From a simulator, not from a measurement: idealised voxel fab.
The following process module bears the name voxel plated lines.
Section cut is 225 nm wide and gridded with 5 nm square cells.
A cross-section is written here as square cells arranged in a grid, and it is given in bands from the top down, each band taking up one or more rows of cells.
For a band, the entry starts with two heights in nm, that of the top and then that of the bottom, and carries on with the band's materials in order from left to right, each alongside its width in nm; the word "everywhere" beside a single material means it fills the band edge to edge, and "empty" means empty space.
Beneath 0, the wafer as received is one material, and that level is where height counting begins. The lowest band goes on downward without a bottom; it is written like "0 nm and below".
When a width is written as two numbers, as in "30->40", the first number is the width in the top row of cells of the band and the second is the width in its bottom row, and the width changes by the same amount from each row to the next.
When a step is marked "nothing altered", none of the cells in the cross-section changed during that step.
Look at "Listed closed voids" for the closed voids: empty spaces with no open path to the top, sized 8 cells or up. Each is width x height at distance, distance from the left edge, all nm.
It should be noted that, on the line of a given step, the content following the step's settings is a remark produced by the simulator itself with respect to that step.
overlay nm: on a step with a mask, how far right of its planned place the mask lay; negative means left.
**List of planned process steps**
1) op RECEIVE | material Si
2) op CONFORMAL_DEP | material Al2O3 | thk nm 5
3) op DIRECTIONAL_DEP | material TiN | thk nm 5
4) op PATTERN | tone open | mask id LINES | material resist | width nm 20 | pitch nm 35 | thk nm 40 | overlay nm 0
5) op EPI | material Ru | thk nm 5
6) op EPI | material Ru | thk nm 10
7) op EPI | material Ru | thk nm 5
8) op STRIP | etch materials resist
9) op DIRECTIONAL_ETCH | etch materials TiN | depth nm 5
10) op CONFORMAL_DEP | material SiN | thk nm 5
**On the first of the two wafers: run conducted according to plan**
**The cross-section here shows the wafer as received, i.e. in its state after step 1**
  0 nm and below | Si everywhere
  Listed closed voids: none
**So this is the wafer cross-section right after step 2**
  5 nm to 0 nm | Al2O3 everywhere
  Unchanged below 0.
**So this is the wafer cross-section right after step 3**
  10 nm to 5 nm | TiN everywhere
  Unchanged below 5.
**So this is the wafer cross-section right after step 4**
  50 nm to 10 nm | 50 of resist, 20 of empty, 15 of resist, 20 of empty, 15 of resist, 20 of empty, 15 of resist, 20 of empty, 50 of resist
  Unchanged below 10.
**So this is the wafer cross-section right after step 5**
  50 nm to 15 nm | 50 of resist, 20 of empty, 15 of resist, 20 of empty, 15 of resist, 20 of empty, 15 of resist, 20 of empty, 50 of resist
  15 nm to 10 nm | 50 of resist, 20 of Ru, 15 of resist, 20 of Ru, 15 of resist, 20 of Ru, 15 of resist, 20 of Ru, 50 of resist
  Unchanged below 10.
**So this is the wafer cross-section right after step 6**
  50 nm to 25 nm | 50 of resist, 20 of empty, 15 of resist, 20 of empty, 15 of resist, 20 of empty, 15 of resist, 20 of empty, 50 of resist
  25 nm to 10 nm | 50 of resist, 20 of Ru, 15 of resist, 20 of Ru, 15 of resist, 20 of Ru, 15 of resist, 20 of Ru, 50 of resist
  Unchanged below 10.
**So this is the wafer cross-section right after step 7**
  50 nm to 30 nm | 50 of resist, 20 of empty, 15 of resist, 20 of empty, 15 of resist, 20 of empty, 15 of resist, 20 of empty, 50 of resist
  30 nm to 10 nm | 50 of resist, 20 of Ru, 15 of resist, 20 of Ru, 15 of resist, 20 of Ru, 15 of resist, 20 of Ru, 50 of resist
  Unchanged below 10.
**So this is the wafer cross-section right after step 8**
  30 nm to 10 nm | 50 of empty, 20 of Ru, 15 of empty, 20 of Ru, 15 of empty, 20 of Ru, 15 of empty, 20 of Ru, 50 of empty
  Unchanged below 10.
**So this is the wafer cross-section right after step 9**
  30 nm to 10 nm | 50 of empty, 20 of Ru, 15 of empty, 20 of Ru, 15 of empty, 20 of Ru, 15 of empty, 20 of Ru, 50 of empty
  10 nm to 5 nm | 50 of empty, 20 of TiN, 15 of empty, 20 of TiN, 15 of empty, 20 of TiN, 15 of empty, 20 of TiN, 50 of empty
  Unchanged below 5.
**So this is the wafer cross-section right after step 10**
  35 nm to 30 nm | 45 of empty, 30 of SiN, 5 of empty, 30 of SiN, 5 of empty, 30 of SiN, 5 of empty, 30 of SiN, 45 of empty
  30 nm to 10 nm | 45 of empty, 5 of SiN, 20 of Ru, 5 of SiN, 5 of empty, 5 of SiN, 20 of Ru, 5 of SiN, 5 of empty, 5 of SiN, 20 of Ru, 5 of SiN, 5 of empty, 5 of SiN, 20 of Ru, 5 of SiN, 45 of empty
  10 nm to 5 nm | 50 of SiN, 20 of TiN, 15 of SiN, 20 of TiN, 15 of SiN, 20 of TiN, 15 of SiN, 20 of TiN, 50 of SiN
  Unchanged below 5.
**Second wafer. Start and plan as for the first. One mistake made in running. Agrees with the first up to and including step 9**
**Look at the second wafer in cross-section at the time step 10 ought to have finished**
  35 nm to 30 nm | 45 of empty, 30 of Al2O3, 5 of empty, 30 of Al2O3, 5 of empty, 30 of Al2O3, 5 of empty, 30 of Al2O3, 45 of empty
  30 nm to 10 nm | 45 of empty, 5 of Al2O3, 20 of Ru, 5 of Al2O3, 5 of empty, 5 of Al2O3, 20 of Ru, 5 of Al2O3, 5 of empty, 5 of Al2O3, 20 of Ru, 5 of Al2O3, 5 of empty, 5 of Al2O3, 20 of Ru, 5 of Al2O3, 45 of empty
  10 nm to 5 nm | 50 of Al2O3, 20 of TiN, 15 of Al2O3, 20 of TiN, 15 of Al2O3, 20 of TiN, 15 of Al2O3, 20 of TiN, 50 of Al2O3
  Unchanged below 5.
Which mistake was made when the wafer was run? step 10 was not run as planned; what actually ran was op CONFORMAL_DEP | material Al2O3 | thk nm 5
Counted in cells at the end, the second wafer holds more or fewer of these materials than the first: 85 more of Al2O3, 85 fewer of SiN
